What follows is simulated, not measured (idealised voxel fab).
Name of the process module below: voxel capacitor over wiring
Cross-section cut: width 150 nm, square cells of 5 nm.
Cross-section format: a grid of square cells, given as bands from top to bottom; each band is one or more rows of cells. For a band, the entry starts with two heights in nm, that of the top and then that of the bottom, and carries on with the band's materials in order from left to right, each alongside its width in nm; the word "edge to edge" beside a single material means it fills the band edge to edge, and "empty" means empty space. Heights are reckoned from 0. Under this level, the received wafer is all of one material. The bottommost band is open-ended downward, for example "0 -> down". Note: "30..40" means the width goes from the first number (top row of the band) to the second number (bottom row) in equal steps per row of cells. "remains unaltered", as given for a step, is the statement that not any cell of the cross-section underwent a change during that step. The list in "Closed void listing" covers empty spaces of 8 cells or more that cannot reach the top through any open way, and it gives each as width x height at distance; the distance is from the left edge, and width, height and distance are in nm. If you see something after the settings on a step's line, that's the simulator's own remark about that step. overlay nm: for a step with a mask, the amount by which the mask lay right of where it was planned; a negative amount means left of it.
So here's the lineup of process steps we planned:
1) RECEIVE: material Si
2) CONFORMAL_DEP: material SiO2, thk nm 15
3) DIRECTIONAL_DEP: material TiN, thk nm 5
4) DIRECTIONAL_DEP: material Ru, thk nm 15
5) MASKED_ETCH: tone cover, mask id METAL_1, width nm 20, pitch nm 75, etch materials Ru, depth nm 15, overlay nm 0
6) MASKED_ETCH: tone cover, mask id METAL_1, width nm 20, pitch nm 75, etch materials TiN, depth nm 5, overlay nm -10
7) FILL_DEP: material lowk, thk nm 5
8) CMP: height nm 35
9) CONFORMAL_DEP: material SiCN, thk nm 5
10) DIRECTIONAL_DEP: material SiO2, thk nm 10
11) DIRECTIONAL_DEP: material aC, thk nm 10
12) PATTERN: tone open, mask id PLUG_1, material resist, width nm 15, thk nm 30, overlay nm 0
13) DIRECTIONAL_ETCH: etch materials aC, depth nm 10
14) STRIP: etch materials resist
15) DIRECTIONAL_ETCH: etch materials SiO2, depth nm 10
16) DIRECTIONAL_ETCH: etch materials SiCN, depth nm 5
17) STRIP: etch materials aC
18) EPI: material Ru, thk nm 10
19) EPI: material Ru, thk nm 5
20) DIRECTIONAL_DEP: material TiN, thk nm 10
21) DIRECTIONAL_DEP: material Al2O3, thk nm 5
22) DIRECTIONAL_DEP: material TiN, thk nm 5
23) DIRECTIONAL_DEP: material aC, thk nm 10
24) PATTERN: tone cover, mask id UPPER_PLATE, material resist, width nm 60, thk nm 25, overlay nm 0
25) DIRECTIONAL_ETCH: etch materials aC, depth nm 10
26) STRIP: etch materials resist
27) DIRECTIONAL_ETCH: etch materials TiN, depth nm 5
28) DIRECTIONAL_ETCH: etch materials Al2O3, depth nm 5
29) STRIP: etch materials aC
30) DIRECTIONAL_DEP: material aC, thk nm 15
31) PATTERN: tone cover, mask id LOWER_PLATE, material resist, width nm 70, thk nm 30, overlay nm 0
32) DIRECTIONAL_ETCH: etch materials aC, depth nm 15
33) STRIP: etch materials resist
34) DIRECTIONAL_ETCH: etch materials TiN, depth nm 10
35) STRIP: etch materials aC
36) FILL_DEP: material SiO2, thk nm 20
37) CMP: height nm 85
38) MASKED_ETCH: tone open, mask id PLUG_2, width nm 15, etch materials SiO2, depth nm 15, overlay nm 0
39) CONFORMAL_DEP: material TiN, thk nm 5
40) FILL_DEP: material W, thk nm 10
41) CMP: height nm 85
42) CONFORMAL_DEP: material SiN, thk nm 5
It is noted that the wafers described herein are identical at the outset and are distinguished by the overlay nm of step 6; the value stated in the plan corresponds to the first wafer.
Cross-section of the first of several wafers as received (after step 1):
    0 -> down: Si edge to edge
    Closed void listing: none
At the end of the module, after its last step, step 42, the first of several wafers appears in cross-section as follows:
    90 -> 85: SiN edge to edge
    85 -> 75: SiO2: 40, then TiN: 5, then W: 5, then TiN: 5, then SiO2: 95
    75 -> 65: SiO2: 40..30, then TiN: 15..60, then SiO2: 95..60
    65 -> 60: SiO2: 30, then Al2O3: 60, then SiO2: 60
    60 -> 50: SiO2: 25, then TiN: 70, then SiO2: 55
    50 -> 40: SiO2: 30, then Ru: 15, then SiO2: 105
    40 -> 35: SiCN: 30, then Ru: 15, then SiCN: 105
    35 -> 20: lowk: 25, then Ru: 20, then lowk: 55, then Ru: 20, then lowk: 30
    20 -> 15: lowk: 15, then TiN: 30, then lowk: 45, then TiN: 30, then lowk: 30
    15 -> 0: SiO2 edge to edge
    0 -> down: Si edge to edge
    Closed void listing: none
Last-wafer cross-section at the end of the module:
    90 -> 85: SiN edge to edge
    85 -> 75: SiO2: 40, then TiN: 5, then W: 5, then TiN: 5, then SiO2: 95
    75 -> 65: SiO2: 40..30, then TiN: 15..60, then SiO2: 95..60
    65 -> 60: SiO2: 30, then Al2O3: 60, then SiO2: 60
    60 -> 50: SiO2: 25, then TiN: 70, then SiO2: 55
    50 -> 40: SiO2: 30, then Ru: 15, then SiO2: 105
    40 -> 35: SiCN: 30, then Ru: 15, then SiCN: 105
    35 -> 20: lowk: 25, then Ru: 20, then lowk: 55, then Ru: 20, then lowk: 30
    20 -> 15: lowk: 25, then TiN: 35, then lowk: 40, then TiN: 35, then lowk: 15
    15 -> 0: SiO2 edge to edge
    0 -> down: Si edge to edge
    Closed void listing: none
Per-wafer rows below. For each material: cells gained (+) or lost (-) since the wafer was received, as of end of module. Then: closed voids:
overlay nm -10 | +12 Al2O3 | +33 Ru | +27 SiCN | +30 SiN | +293 SiO2 | +59 TiN | +2 W | +84 lowk | Closed void listing: none
overlay nm -5 | +12 Al2O3 | +33 Ru | +27 SiCN | +30 SiN | +293 SiO2 | +57 TiN | +2 W | +86 lowk | Closed void listing: none
overlay nm 0 | +12 Al2O3 | +33 Ru | +27 SiCN | +30 SiN | +293 SiO2 | +55 TiN | +2 W | +88 lowk | Closed void listing: none
overlay nm 5 | +12 Al2O3 | +33 Ru | +27 SiCN | +30 SiN | +293 SiO2 | +57 TiN | +2 W | +86 lowk | Closed void listing: none
overlay nm 10 | +12 Al2O3 | +33 Ru | +27 SiCN | +30 SiN | +293 SiO2 | +59 TiN | +2 W | +84 lowk | Closed void listing: none
overlay nm 15 | +12 Al2O3 | +33 Ru | +27 SiCN | +30 SiN | +293 SiO2 | +61 TiN | +2 W | +82 lowk | Closed void listing: none
